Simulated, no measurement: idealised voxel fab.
The name of this process module is voxel air gaps.
Shown is cross-section cut, with a width of 170 nm and square cells of size 5 nm.
This document writes a cross-section as a grid whose cells are square, and gives it as bands, listed from the top down; one or more rows of cells form a band.
Band: top height; bottom height; in nm. Then, left to right: material with width in nm, for each material. "everywhere": a single material spanning edge to edge. "empty": empty space.
The level at which height equals 0 is the one under which the wafer, as it arrives, is entirely one material. No lower edge exists for the bottom band, which continues downward and is notated as in "from 0 down".
The expression "30..40" gives the width at the extremes of the band, the first number at its top row of cells and the second at its bottom row, with the width changing by equal amounts from each row to the next in between.
Where the words "same as before" appear for a step, the cross-section shows no cell changed by that step; every cell remained as before.
This entry, "Tabulated closed voids", enumerates those empty regions of no fewer than 8 cells that possess no open connection to the top. Each region is reported in the form width x height at distance, the distance being taken from the left edge, with all three quantities expressed in nm.
Anything after a step's settings on that line? It's the simulator's own note about the step.
The line of a step may include "overlay nm". On a step with a mask, this value is how far to the right of its planned place the mask lay. A negative value means the mask lay to the left.
### Process steps - plan
1 RECEIVE: material Si
2 CONFORMAL_DEP: material SiO2, thk nm 15
3 CONFORMAL_DEP: material SiN, thk nm 5
4 DIRECTIONAL_DEP: material SiO2, thk nm 40
5 MASKED_ETCH: tone open, mask id LINES, width nm 25, pitch nm 50, etch materials SiO2, depth nm 40, overlay nm 0
6 CONFORMAL_DEP: material TiN, thk nm 5
7 FILL_DEP: material W, thk nm 5
8 CMP: height nm 60
9 EPI: material Ru, thk nm 10
10 SELECTIVE_ETCH: etch materials SiO2, depth nm 50
11 CONFORMAL_DEP: material SiCN, thk nm 5
### Cross-section of the incoming wafer, state after step 1
* from 0 down = Si everywhere
* Tabulated closed voids: none
### The cross-section shown corresponds to the wafer at the conclusion of the module. The initial structure and the process plan are those presented above; however, one mistake occurred in executing the plan
* from 75 to 70 = 10 of empty / 45 of SiCN / 5 of empty / 45 of SiCN / 5 of empty / 45 of SiCN / 15 of empty
* from 70 to 60 = 10 of empty / 5 of SiCN / 35 of Ru / 5 of SiCN / 5 of empty / 5 of SiCN / 35 of Ru / 5 of SiCN / 5 of empty / 5 of SiCN / 35 of Ru / 5 of SiCN / 15 of empty
* from 60 to 55 = 10 of empty / 15 of SiCN / 5 of TiN / 5 of W / 5 of TiN / 15 of SiCN / 5 of empty / 15 of SiCN / 5 of TiN / 5 of W / 5 of TiN / 15 of SiCN / 5 of empty / 15 of SiCN / 5 of TiN / 5 of W / 5 of TiN / 15 of SiCN / 15 of empty
* from 55 to 25 = 20 of empty / 5 of SiCN / 5 of TiN / 5 of W / 5 of TiN / 5 of SiCN / 25 of empty / 5 of SiCN / 5 of TiN / 5 of W / 5 of TiN / 5 of SiCN / 25 of empty / 5 of SiCN / 5 of TiN / 5 of W / 5 of TiN / 5 of SiCN / 25 of empty
* from 25 to 20 = 25 of SiCN / 15 of TiN / 35 of SiCN / 15 of TiN / 35 of SiCN / 15 of TiN / 30 of SiCN
* from 20 to 15 = SiN everywhere
* from 15 to 0 = SiO2 everywhere
* from 0 down = Si everywhere
* Tabulated closed voids: none
Processing error: note that step 5 departed from the planned setting and was carried out as MASKED_ETCH: tone open, mask id LINES, width nm 15, pitch nm 50, etch materials SiO2, depth nm 40, overlay nm 0
